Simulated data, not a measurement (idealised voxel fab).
You're looking at the process module voxel trench capacitor.
Square cell edge 5 nm, section width 285 nm, ID cut.
If you're reading a cross-section in this doc, picture square cells in a grid; it comes to you as bands, top ones listed first down to the bottom, and a band can be one or more rows of cells. Top, bottom (nm), then materials left to right with widths (nm); lone material tagged "everywhere" fills the whole band edge to edge; "blank" = empty space. Convention: height 0 is the level below which the wafer, as received, is all one material. The lowest band does not terminate at the bottom but continues downward, represented as "0..down". Quick explanation for "30->40": the width changes in equal steps down the rows of cells, from the first number in the band's top row to the second number in its bottom row. For the purposes of this document, the phrase "nothing was modified" attached to a step denotes that no cell within the cross-section was modified by that step. If an empty space has no open way to the top and is at least 8 cells in size, "Sealed cavities" lists it, written width x height at distance, where distance is measured from the left edge and every value is in nm. after a step's settings: what the simulator itself notes on the step. For masked steps, "overlay nm" on the step line gives how far right of plan the mask actually lay; a minus sign means it lay to the left.

# The process steps that were planned are listed below
1. RECEIVE: material Si
2. CONFORMAL_DEP: material SiN, thk nm 5
3. DIRECTIONAL_DEP: material aC, thk nm 10
4. PATTERN: tone open, mask id TRENCH, material resist, width nm 30, pitch nm 60, thk nm 25, overlay nm 0
5. DIRECTIONAL_ETCH: etch materials aC, depth nm 10
6. STRIP: etch materials resist
7. DIRECTIONAL_ETCH: etch materials SiN, depth nm 5
8. DIRECTIONAL_ETCH: etch materials Si, depth nm 30
9. STRIP: etch materials aC
10. CONFORMAL_DEP: material HfO2, thk nm 5
11. CONFORMAL_DEP: material TiN, thk nm 5
12. FILL_DEP: material W, thk nm 10
13. CMP: height nm 5

# So, the first of our two wafers, run just as we planned it

# The cross-section here shows the wafer as received, i.e. in its state after step 1
> 0..down | Si everywhere
> Sealed cavities: none

# Cross-section through the wafer, step 2 finished
> 5..0 | SiN everywhere
> Nothing below the height 0 has changed.

# Cross-section through the wafer, step 3 finished
> 15..5 | aC everywhere
> Nothing below the height 5 has changed.

# Cross-section through the wafer, step 4 finished
> 40..15 | 35 resist / 30 blank / 30 resist / 30 blank / 30 resist / 30 blank / 30 resist / 30 blank / 40 resist
> Nothing below the height 15 has changed.

# Cross-section through the wafer, step 5 finished
> 30..15 | 35 resist / 30 blank / 30 resist / 30 blank / 30 resist / 30 blank / 30 resist / 30 blank / 40 resist
> 15..5 | 35 aC / 30 blank / 30 aC / 30 blank / 30 aC / 30 blank / 30 aC / 30 blank / 40 aC
> Nothing below the height 5 has changed.

# Cross-section through the wafer, step 6 finished
> 15..5 | 35 aC / 30 blank / 30 aC / 30 blank / 30 aC / 30 blank / 30 aC / 30 blank / 40 aC
> Nothing below the height 5 has changed.

# Cross-section through the wafer, step 7 finished
> 15..5 | 35 aC / 30 blank / 30 aC / 30 blank / 30 aC / 30 blank / 30 aC / 30 blank / 40 aC
> 5..0 | 35 SiN / 30 blank / 30 SiN / 30 blank / 30 SiN / 30 blank / 30 SiN / 30 blank / 40 SiN
> Nothing below the height 0 has changed.

# Cross-section through the wafer, step 8 finished
> 15..5 | 35 aC / 30 blank / 30 aC / 30 blank / 30 aC / 30 blank / 30 aC / 30 blank / 40 aC
> 5..0 | 35 SiN / 30 blank / 30 SiN / 30 blank / 30 SiN / 30 blank / 30 SiN / 30 blank / 40 SiN
> 0..-30 | 35 Si / 30 blank / 30 Si / 30 blank / 30 Si / 30 blank / 30 Si / 30 blank / 40 Si
> Nothing below the height -30 has changed.

# Cross-section through the wafer, step 9 finished
> 5..0 | 35 SiN / 30 blank / 30 SiN / 30 blank / 30 SiN / 30 blank / 30 SiN / 30 blank / 40 SiN
> Nothing below the height 0 has changed.

# Cross-section through the wafer, step 10 finished
> 10..5 | 40 HfO2 / 20 blank / 40 HfO2 / 20 blank / 40 HfO2 / 20 blank / 40 HfO2 / 20 blank / 45 HfO2
> 5..0 | 35 SiN / 5 HfO2 / 20 blank / 5 HfO2 / 30 SiN / 5 HfO2 / 20 blank / 5 HfO2 / 30 SiN / 5 HfO2 / 20 blank / 5 HfO2 / 30 SiN / 5 HfO2 / 20 blank / 5 HfO2 / 40 SiN
> 0..-25 | 35 Si / 5 HfO2 / 20 blank / 5 HfO2 / 30 Si / 5 HfO2 / 20 blank / 5 HfO2 / 30 Si / 5 HfO2 / 20 blank / 5 HfO2 / 30 Si / 5 HfO2 / 20 blank / 5 HfO2 / 40 Si
> -25..-30 | 35 Si / 30 HfO2 / 30 Si / 30 HfO2 / 30 Si / 30 HfO2 / 30 Si / 30 HfO2 / 40 Si
> Nothing below the height -30 has changed.

# Cross-section through the wafer, step 11 finished
> 15..10 | 45 TiN / 10 blank / 50 TiN / 10 blank / 50 TiN / 10 blank / 50 TiN / 10 blank / 50 TiN
> 10..5 | 40 HfO2 / 5 TiN / 10 blank / 5 TiN / 40 HfO2 / 5 TiN / 10 blank / 5 TiN / 40 HfO2 / 5 TiN / 10 blank / 5 TiN / 40 HfO2 / 5 TiN / 10 blank / 5 TiN / 45 HfO2
> 5..0 | 35 SiN / 5 HfO2 / 5 TiN / 10 blank / 5 TiN / 5 HfO2 / 30 SiN / 5 HfO2 / 5 TiN / 10 blank / 5 TiN / 5 HfO2 / 30 SiN / 5 HfO2 / 5 TiN / 10 blank / 5 TiN / 5 HfO2 / 30 SiN / 5 HfO2 / 5 TiN / 10 blank / 5 TiN / 5 HfO2 / 40 SiN
> 0..-20 | 35 Si / 5 HfO2 / 5 TiN / 10 blank / 5 TiN / 5 HfO2 / 30 Si / 5 HfO2 / 5 TiN / 10 blank / 5 TiN / 5 HfO2 / 30 Si / 5 HfO2 / 5 TiN / 10 blank / 5 TiN / 5 HfO2 / 30 Si / 5 HfO2 / 5 TiN / 10 blank / 5 TiN / 5 HfO2 / 40 Si
> -20..-25 | 35 Si / 5 HfO2 / 20 TiN / 5 HfO2 / 30 Si / 5 HfO2 / 20 TiN / 5 HfO2 / 30 Si / 5 HfO2 / 20 TiN / 5 HfO2 / 30 Si / 5 HfO2 / 20 TiN / 5 HfO2 / 40 Si
> Nothing below the height -25 has changed.

# Cross-section through the wafer, step 12 finished
> 25..15 | W everywhere
> 15..10 | 45 TiN / 10 W / 50 TiN / 10 W / 50 TiN / 10 W / 50 TiN / 10 W / 50 TiN
> 10..5 | 40 HfO2 / 5 TiN / 10 W / 5 TiN / 40 HfO2 / 5 TiN / 10 W / 5 TiN / 40 HfO2 / 5 TiN / 10 W / 5 TiN / 40 HfO2 / 5 TiN / 10 W / 5 TiN / 45 HfO2
> 5..0 | 35 SiN / 5 HfO2 / 5 TiN / 10 W / 5 TiN / 5 HfO2 / 30 SiN / 5 HfO2 / 5 TiN / 10 W / 5 TiN / 5 HfO2 / 30 SiN / 5 HfO2 / 5 TiN / 10 W / 5 TiN / 5 HfO2 / 30 SiN / 5 HfO2 / 5 TiN / 10 W / 5 TiN / 5 HfO2 / 40 SiN
> 0..-20 | 35 Si / 5 HfO2 / 5 TiN / 10 W / 5 TiN / 5 HfO2 / 30 Si / 5 HfO2 / 5 TiN / 10 W / 5 TiN / 5 HfO2 / 30 Si / 5 HfO2 / 5 TiN / 10 W / 5 TiN / 5 HfO2 / 30 Si / 5 HfO2 / 5 TiN / 10 W / 5 TiN / 5 HfO2 / 40 Si
> Nothing below the height -20 has changed.

# Cross-section through the wafer, step 13 finished
> 5..0 | 35 SiN / 5 HfO2 / 5 TiN / 10 W / 5 TiN / 5 HfO2 / 30 SiN / 5 HfO2 / 5 TiN / 10 W / 5 TiN / 5 HfO2 / 30 SiN / 5 HfO2 / 5 TiN / 10 W / 5 TiN / 5 HfO2 / 30 SiN / 5 HfO2 / 5 TiN / 10 W / 5 TiN / 5 HfO2 / 40 SiN
> Nothing below the height 0 has changed.

# Wafer two: like wafer one in start and plan, but with one mistake in execution; identical up to and including step 9

# X-section, second wafer, when step 10 was due to finish
> 10..5 | 40 aC / 20 blank / 40 aC / 20 blank / 40 aC / 20 blank / 40 aC / 20 blank / 45 aC
> 5..0 | 35 SiN / 5 aC / 20 blank / 5 aC / 30 SiN / 5 aC / 20 blank / 5 aC / 30 SiN / 5 aC / 20 blank / 5 aC / 30 SiN / 5 aC / 20 blank / 5 aC / 40 SiN
> 0..-25 | 35 Si / 5 aC / 20 blank / 5 aC / 30 Si / 5 aC / 20 blank / 5 aC / 30 Si / 5 aC / 20 blank / 5 aC / 30 Si / 5 aC / 20 blank / 5 aC / 40 Si
> -25..-30 | 35 Si / 30 aC / 30 Si / 30 aC / 30 Si / 30 aC / 30 Si / 30 aC / 40 Si
> Nothing below the height -30 has changed.

# X-section, second wafer, when step 11 was due to finish
> 15..10 | 45 TiN / 10 blank / 50 TiN / 10 blank / 50 TiN / 10 blank / 50 TiN / 10 blank / 50 TiN
> 10..5 | 40 aC / 5 TiN / 10 blank / 5 TiN / 40 aC / 5 TiN / 10 blank / 5 TiN / 40 aC / 5 TiN / 10 blank / 5 TiN / 40 aC / 5 TiN / 10 blank / 5 TiN / 45 aC
> 5..0 | 35 SiN / 5 aC / 5 TiN / 10 blank / 5 TiN / 5 aC / 30 SiN / 5 aC / 5 TiN / 10 blank / 5 TiN / 5 aC / 30 SiN / 5 aC / 5 TiN / 10 blank / 5 TiN / 5 aC / 30 SiN / 5 aC / 5 TiN / 10 blank / 5 TiN / 5 aC / 40 SiN
> 0..-20 | 35 Si / 5 aC / 5 TiN / 10 blank / 5 TiN / 5 aC / 30 Si / 5 aC / 5 TiN / 10 blank / 5 TiN / 5 aC / 30 Si / 5 aC / 5 TiN / 10 blank / 5 TiN / 5 aC / 30 Si / 5 aC / 5 TiN / 10 blank / 5 TiN / 5 aC / 40 Si
> -20..-25 | 35 Si / 5 aC / 20 TiN / 5 aC / 30 Si / 5 aC / 20 TiN / 5 aC / 30 Si / 5 aC / 20 TiN / 5 aC / 30 Si / 5 aC / 20 TiN / 5 aC / 40 Si
> Nothing below the height -25 has changed.

# X-section, second wafer, when step 12 was due to finish
> 25..15 | W everywhere
> 15..10 | 45 TiN / 10 W / 50 TiN / 10 W / 50 TiN / 10 W / 50 TiN / 10 W / 50 TiN
> 10..5 | 40 aC / 5 TiN / 10 W / 5 TiN / 40 aC / 5 TiN / 10 W / 5 TiN / 40 aC / 5 TiN / 10 W / 5 TiN / 40 aC / 5 TiN / 10 W / 5 TiN / 45 aC
> 5..0 | 35 SiN / 5 aC / 5 TiN / 10 W / 5 TiN / 5 aC / 30 SiN / 5 aC / 5 TiN / 10 W / 5 TiN / 5 aC / 30 SiN / 5 aC / 5 TiN / 10 W / 5 TiN / 5 aC / 30 SiN / 5 aC / 5 TiN / 10 W / 5 TiN / 5 aC / 40 SiN
> 0..-20 | 35 Si / 5 aC / 5 TiN / 10 W / 5 TiN / 5 aC / 30 Si / 5 aC / 5 TiN / 10 W / 5 TiN / 5 aC / 30 Si / 5 aC / 5 TiN / 10 W / 5 TiN / 5 aC / 30 Si / 5 aC / 5 TiN / 10 W / 5 TiN / 5 aC / 40 Si
> Nothing below the height -20 has changed.

# X-section, second wafer, when step 13 was due to finish
> 5..0 | 35 SiN / 5 aC / 5 TiN / 10 W / 5 TiN / 5 aC / 30 SiN / 5 aC / 5 TiN / 10 W / 5 TiN / 5 aC / 30 SiN / 5 aC / 5 TiN / 10 W / 5 TiN / 5 aC / 30 SiN / 5 aC / 5 TiN / 10 W / 5 TiN / 5 aC / 40 SiN
> Nothing below the height 0 has changed.
Deviation from plan: in deviation from the planned setting, step 10 was conducted as CONFORMAL_DEP: material aC, thk nm 5
End of process, cell counts, second wafer against first, materials with more or fewer: HfO2: 72 fewer | aC: 72 more
